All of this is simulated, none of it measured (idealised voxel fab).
Title: Process Module voxel air gaps
Cross-sectional view cut (width: 215 nm; square cell size: 5 nm).
Cross-section = grid of square cells, listed top down in bands; band = one or more rows.
The entry gives the band's vertical extent as a top height and a bottom height in nm, then its horizontal make-up as materials from left to right, each with a width in nm. "empty" stands for empty space; a single material marked "edge to edge" fills the band edge to edge.
Heights are measured from 0, the level below which the as-received wafer is all one material; the lowest band has no bottom and continues downward, written as in "from 0 down".
Width: "30 to 40" (first number = top row, second number = bottom row, same change from row to row of cells).
The designation "remained unchanged", where it is given for a processing step, indicates that no cell of the cross-section was altered in the course of that step.
"Sealed void list" - sealed voids, min. 8 cells, no opening to top; format: width x height at distance (distance from left edge; nm throughout).
The remark found on a step's line after its settings is issued by the simulator itself and pertains to that step.
"overlay nm" on a masked step: distance the mask lay right of its planned place, negative for left.
# These are the steps we planned for the process
1: RECEIVE: material Si
2: CONFORMAL_DEP: material SiO2, thk nm 15
3: CONFORMAL_DEP: material SiN, thk nm 5
4: DIRECTIONAL_DEP: material SiO2, thk nm 40
5: MASKED_ETCH: tone open, mask id LINES, width nm 25, pitch nm 55, etch materials SiO2, depth nm 40, overlay nm 0
6: CONFORMAL_DEP: material TiN, thk nm 5
7: FILL_DEP: material Cu, thk nm 5
8: CMP: height nm 60
9: EPI: material Ru, thk nm 10
10: SELECTIVE_ETCH: etch materials SiO2, depth nm 50
11: CONFORMAL_DEP: material SiCN, thk nm 5
# Delivered wafer in cross-section: state after step 1
  from 0 down  Si edge to edge
  Sealed void list: none
# Looking at the first of two wafers in cross-section at end of module - ran to plan
  from 75 to 70  empty (25), SiCN (165), empty (25)
  from 70 to 60  empty (25), SiCN (5), Ru (45), SiCN (10), Ru (45), SiCN (10), Ru (45), SiCN (5), empty (25)
  from 60 to 55  empty (25), SiCN (15), TiN (5), Cu (15), TiN (5), SiCN (30), TiN (5), Cu (15), TiN (5), SiCN (30), TiN (5), Cu (15), TiN (5), SiCN (15), empty (25)
  from 55 to 25  empty (35), SiCN (5), TiN (5), Cu (15), TiN (5), SiCN (5), empty (20), SiCN (5), TiN (5), Cu (15), TiN (5), SiCN (5), empty (20), SiCN (5), TiN (5), Cu (15), TiN (5), SiCN (5), empty (35)
  from 25 to 20  SiCN (40), TiN (25), SiCN (30), TiN (25), SiCN (30), TiN (25), SiCN (40)
  from 20 to 15  SiN edge to edge
  from 15 to 0  SiO2 edge to edge
  from 0 down  Si edge to edge
  Sealed void list: 20 x 30 at 70; 20 x 30 at 125
# Second wafer cross-section at end of module - shared start and plan with the first, one mistake in the run
  from 75 to 70  empty (25), SiCN (165), empty (25)
  from 70 to 60  empty (25), SiCN (5), Ru (45), SiCN (10), Ru (45), SiCN (10), Ru (45), SiCN (5), empty (25)
  from 60 to 25  empty (25), SiCN (5), Ru (10), TiN (5), Cu (15), TiN (5), Ru (10), SiCN (10), Ru (10), TiN (5), Cu (15), TiN (5), Ru (10), SiCN (10), Ru (10), TiN (5), Cu (15), TiN (5), Ru (10), SiCN (5), empty (25)
  from 25 to 20  SiCN (30), Ru (10), TiN (25), Ru (10), SiCN (10), Ru (10), TiN (25), Ru (10), SiCN (10), Ru (10), TiN (25), Ru (10), SiCN (30)
  from 20 to 15  SiN edge to edge
  from 15 to 0  SiO2 edge to edge
  from 0 down  Si edge to edge
  Sealed void list: none
what went wrong: the run placed steps 9 and 10 each in the position the plan gave to the other
at the end the second wafer has, in cells: Ru: 96 more; SiCN: 24 fewer
closed voids at the end (first wafer, second wafer): 2, 0
